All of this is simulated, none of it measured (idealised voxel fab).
Presented below is a process module, voxel air gaps.
Square cell edge 5 nm, section width 285 nm, ID cut.
In what follows, cross-sections appear as grids of square cells, described through bands that run from the top down, where every band is one or more rows of cells.
In this notation a band is specified by the heights of its top and bottom, in that order and in nm, after which its materials appear from left to right, each paired with its width in nm. The word "full width" attached to a single material means that material fills the band from edge to edge; the word "empty" stands for empty space.
We count height from 0. Below that, the starting wafer is all one material. The lowest band never ends at the bottom but goes on down; see "0 -> down" for how that is written.
The notation "30 to 40" denotes a width that varies across the rows of cells in the band, beginning at the first number in the top row, finishing at the second number in the bottom row, and changing by an identical amount from each row to the next.
"no modification" -> step changed no cross-section cell.
Entry "Encapsulated voids". Content: empty spaces with no open connection to the top, size 8 cells or greater. Each: width x height at distance. Distance: from left edge. Unit: nm.
That trailing text on a step's line, after the settings, is the simulator's own remark on the step.
Regarding "overlay nm": on a step with a mask, it is the distance the mask lay to the right of its planned place; a negative value places it to the left.
Steps in the process plan:
| 1 | op RECEIVE | material Si |
| 2 | op CONFORMAL_DEP | material SiO2 | thk nm 10 |
| 3 | op CONFORMAL_DEP | material SiN | thk nm 5 |
| 4 | op DIRECTIONAL_DEP | material SiO2 | thk nm 40 |
| 5 | op DIRECTIONAL_DEP | material aC | thk nm 10 |
| 6 | op PATTERN | tone open | mask id LINES | material resist | width nm 25 | pitch nm 50 | thk nm 30 | overlay nm 0 |
| 7 | op DIRECTIONAL_ETCH | etch materials aC | depth nm 10 |
| 8 | op STRIP | etch materials resist |
| 9 | op DIRECTIONAL_ETCH | etch materials SiO2 | depth nm 40 |
| 10 | op STRIP | etch materials aC |
| 11 | op CONFORMAL_DEP | material TiN | thk nm 5 |
| 12 | op FILL_DEP | material W | thk nm 10 |
| 13 | op CMP | height nm 55 |
| 14 | op EPI | material Ru | thk nm 10 |
| 15 | op SELECTIVE_ETCH | etch materials SiO2 | depth nm 50 |
| 16 | op CONFORMAL_DEP | material SiN | thk nm 5 |
The first of two wafers, run as planned:
Shown in cross-section is the wafer as received, that is, as it stands after step 1:
  0 -> down: Si full width
  Encapsulated voids: none
Wafer section view after processing step 2:
  10 -> 0: SiO2 full width
  Everything below 0 is unchanged.
Wafer section view after processing step 3:
  15 -> 10: SiN full width
  Everything below 10 is unchanged.
Wafer section view after processing step 4:
  55 -> 15: SiO2 full width
  Everything below 15 is unchanged.
Wafer section view after processing step 5:
  65 -> 55: aC full width
  Everything below 55 is unchanged.
Wafer section view after processing step 6:
  95 -> 65: resist 80; empty 25; resist 25; empty 25; resist 25; empty 25; resist 80
  Everything below 65 is unchanged.
Wafer section view after processing step 7:
  85 -> 65: resist 80; empty 25; resist 25; empty 25; resist 25; empty 25; resist 80
  65 -> 55: aC 80; empty 25; aC 25; empty 25; aC 25; empty 25; aC 80
  Everything below 55 is unchanged.
Wafer section view after processing step 8:
  65 -> 55: aC 80; empty 25; aC 25; empty 25; aC 25; empty 25; aC 80
  Everything below 55 is unchanged.
Wafer section view after processing step 9:
  65 -> 55: aC 80; empty 25; aC 25; empty 25; aC 25; empty 25; aC 80
  55 -> 15: SiO2 80; empty 25; SiO2 25; empty 25; SiO2 25; empty 25; SiO2 80
  Everything below 15 is unchanged.
Wafer section view after processing step 10:
  55 -> 15: SiO2 80; empty 25; SiO2 25; empty 25; SiO2 25; empty 25; SiO2 80
  Everything below 15 is unchanged.
Wafer section view after processing step 11:
  60 -> 55: TiN 85; empty 15; TiN 35; empty 15; TiN 35; empty 15; TiN 85
  55 -> 20: SiO2 80; TiN 5; empty 15; TiN 5; SiO2 25; TiN 5; empty 15; TiN 5; SiO2 25; TiN 5; empty 15; TiN 5; SiO2 80
  20 -> 15: SiO2 80; TiN 25; SiO2 25; TiN 25; SiO2 25; TiN 25; SiO2 80
  Everything below 15 is unchanged.
Wafer section view after processing step 12:
  70 -> 60: W full width
  60 -> 55: TiN 85; W 15; TiN 35; W 15; TiN 35; W 15; TiN 85
  55 -> 20: SiO2 80; TiN 5; W 15; TiN 5; SiO2 25; TiN 5; W 15; TiN 5; SiO2 25; TiN 5; W 15; TiN 5; SiO2 80
  Everything below 20 is unchanged.
Wafer section view after processing step 13:
  55 -> 20: SiO2 80; TiN 5; W 15; TiN 5; SiO2 25; TiN 5; W 15; TiN 5; SiO2 25; TiN 5; W 15; TiN 5; SiO2 80
  Everything below 20 is unchanged.
Wafer section view after processing step 14:
  65 -> 55: empty 70; Ru 45; empty 5; Ru 45; empty 5; Ru 45; empty 70
  Everything below 55 is unchanged.
Wafer section view after processing step 15:
  65 -> 55: empty 70; Ru 45; empty 5; Ru 45; empty 5; Ru 45; empty 70
  55 -> 20: empty 80; TiN 5; W 15; TiN 5; empty 25; TiN 5; W 15; TiN 5; empty 25; TiN 5; W 15; TiN 5; empty 80
  20 -> 15: empty 80; TiN 25; empty 25; TiN 25; empty 25; TiN 25; empty 80
  Everything below 15 is unchanged.
Wafer section view after processing step 16:
  70 -> 65: empty 65; SiN 155; empty 65
  65 -> 55: empty 65; SiN 5; Ru 45; SiN 5; Ru 45; SiN 5; Ru 45; SiN 5; empty 65
  55 -> 50: empty 65; SiN 15; TiN 5; W 15; TiN 5; SiN 25; TiN 5; W 15; TiN 5; SiN 25; TiN 5; W 15; TiN 5; SiN 15; empty 65
  50 -> 20: empty 75; SiN 5; TiN 5; W 15; TiN 5; SiN 5; empty 15; SiN 5; TiN 5; W 15; TiN 5; SiN 5; empty 15; SiN 5; TiN 5; W 15; TiN 5; SiN 5; empty 75
  20 -> 15: SiN 80; TiN 25; SiN 25; TiN 25; SiN 25; TiN 25; SiN 80
  Everything below 15 is unchanged.
  Encapsulated voids: 15 x 30 at 110; 15 x 30 at 160
Second wafer, same starting conditions and recipe as the first, one mistake in executing it, nothing differs from the first up to and including step 12:
Second wafer, cross-section, planned end of step 13:
  45 -> 20: SiO2 80; TiN 5; W 15; TiN 5; SiO2 25; TiN 5; W 15; TiN 5; SiO2 25; TiN 5; W 15; TiN 5; SiO2 80
  Everything below 20 is unchanged.
Second wafer, cross-section, planned end of step 14:
  55 -> 45: empty 70; Ru 45; empty 5; Ru 45; empty 5; Ru 45; empty 70
  Everything below 45 is unchanged.
Second wafer, cross-section, planned end of step 15:
  55 -> 45: empty 70; Ru 45; empty 5; Ru 45; empty 5; Ru 45; empty 70
  45 -> 20: empty 80; TiN 5; W 15; TiN 5; empty 25; TiN 5; W 15; TiN 5; empty 25; TiN 5; W 15; TiN 5; empty 80
  20 -> 15: empty 80; TiN 25; empty 25; TiN 25; empty 25; TiN 25; empty 80
  Everything below 15 is unchanged.
Second wafer, cross-section, planned end of step 16:
  60 -> 55: empty 65; SiN 155; empty 65
  55 -> 45: empty 65; SiN 5; Ru 45; SiN 5; Ru 45; SiN 5; Ru 45; SiN 5; empty 65
  45 -> 40: empty 65; SiN 15; TiN 5; W 15; TiN 5; SiN 25; TiN 5; W 15; TiN 5; SiN 25; TiN 5; W 15; TiN 5; SiN 15; empty 65
  40 -> 20: empty 75; SiN 5; TiN 5; W 15; TiN 5; SiN 5; empty 15; SiN 5; TiN 5; W 15; TiN 5; SiN 5; empty 15; SiN 5; TiN 5; W 15; TiN 5; SiN 5; empty 75
  20 -> 15: SiN 80; TiN 25; SiN 25; TiN 25; SiN 25; TiN 25; SiN 80
  Everything below 15 is unchanged.
  Encapsulated voids: 15 x 20 at 110; 15 x 20 at 160
What broke from the plan during processing? step 13 ran as: op CMP | height nm 45
Bottom line after processing is that, in cells, the second wafer is up or down on some materials versus the first: SiN: 12 fewer | TiN: 12 fewer | W: 18 fewer
